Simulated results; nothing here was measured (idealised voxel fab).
Process module under the name voxel air gaps
Shown is cross-section cut, with a width of 300 nm and square cells of size 5 nm.
For the purposes of this document, a cross-section shall be understood as a grid of square cells, specified as bands listed in top-to-bottom order, each band consisting of one or more rows of cells. It is stipulated that each band's entry specify, in nanometres, the height of the top of the band and then that of its bottom, followed by the materials of the band in left-to-right sequence, each together with its width in nanometres. A single material marked by the word "throughout" is understood to fill the band from edge to edge; the word "blank" is understood to denote empty space. The reference from which all heights are counted is 0, the level beneath which the as-received wafer is entirely one material; the lowest band, having no lower bound, proceeds downward and is written after the example "top 0, no bottom". It should be noted that a width expressed as "30..40" varies in equal increments from row to row of cells within the band, taking the value of the first number at the top row and that of the second number at the bottom row. "remained the same" after a step means that no cell of the cross-section changed. Closed void roster: empty space of 8 cells or more with no open way to the top, each as width x height at its distance from the left edge, in nm. Post-settings text on a step line: simulator's own remark regarding the step. overlay nm: how far to the right of its planned place the mask lay on this masked step (negative: to the left).
Intended process steps:
1: op RECEIVE | material Si
2: op CONFORMAL_DEP | material SiO2 | thk nm 10
3: op CONFORMAL_DEP | material SiN | thk nm 5
4: op DIRECTIONAL_DEP | material SiO2 | thk nm 40
5: op MASKED_ETCH | tone open | mask id LINES | width nm 20 | pitch nm 45 | etch materials SiO2 | depth nm 40 | overlay nm 0
6: op CONFORMAL_DEP | material TiN | thk nm 5
7: op FILL_DEP | material W | thk nm 10
8: op CMP | height nm 55
9: op EPI | material Ru | thk nm 10
10: op SELECTIVE_ETCH | etch materials SiO2 | depth nm 50
11: op CONFORMAL_DEP | material SiN | thk nm 5
Cross-section: wafer on arrival = after step 1:
- top 0, no bottom | Si throughout
- Closed void roster: none
Below is the wafer in cross-section after the module was completed. It began from the starting point shown above and followed the plan shown above, except that one mistake was made while running it:
- top 70, bottom 65 | blank: 65; SiN: 185; blank: 50
- top 65, bottom 55 | blank: 65; SiN: 5; Ru: 40; SiN: 5; Ru: 40; SiN: 5; Ru: 40; SiN: 5; Ru: 40; SiN: 5; blank: 50
- top 55, bottom 50 | blank: 65; SiN: 15; TiN: 5; W: 10; TiN: 5; SiN: 25; TiN: 5; W: 10; TiN: 5; SiN: 25; TiN: 5; W: 10; TiN: 5; SiN: 25; TiN: 5; W: 10; TiN: 5; SiN: 15; blank: 50
- top 50, bottom 20 | blank: 75; SiN: 5; TiN: 5; W: 10; TiN: 5; SiN: 5; blank: 15; SiN: 5; TiN: 5; W: 10; TiN: 5; SiN: 5; blank: 15; SiN: 5; TiN: 5; W: 10; TiN: 5; SiN: 5; blank: 15; SiN: 5; TiN: 5; W: 10; TiN: 5; SiN: 5; blank: 60
- top 20, bottom 15 | SiN: 80; TiN: 20; SiN: 25; TiN: 20; SiN: 25; TiN: 20; SiN: 25; TiN: 20; SiN: 65
- top 15, bottom 10 | SiN throughout
- top 10, bottom 0 | SiO2 throughout
- top 0, no bottom | Si throughout
- Closed void roster: 15 x 30 at 105; 15 x 30 at 150; 15 x 30 at 195
Where did the run depart from the plan? heads up, step 5 didn't go per plan, it actually ran as op MASKED_ETCH | tone open | mask id LINES | width nm 20 | pitch nm 45 | etch materials SiO2 | depth nm 40 | overlay nm 10
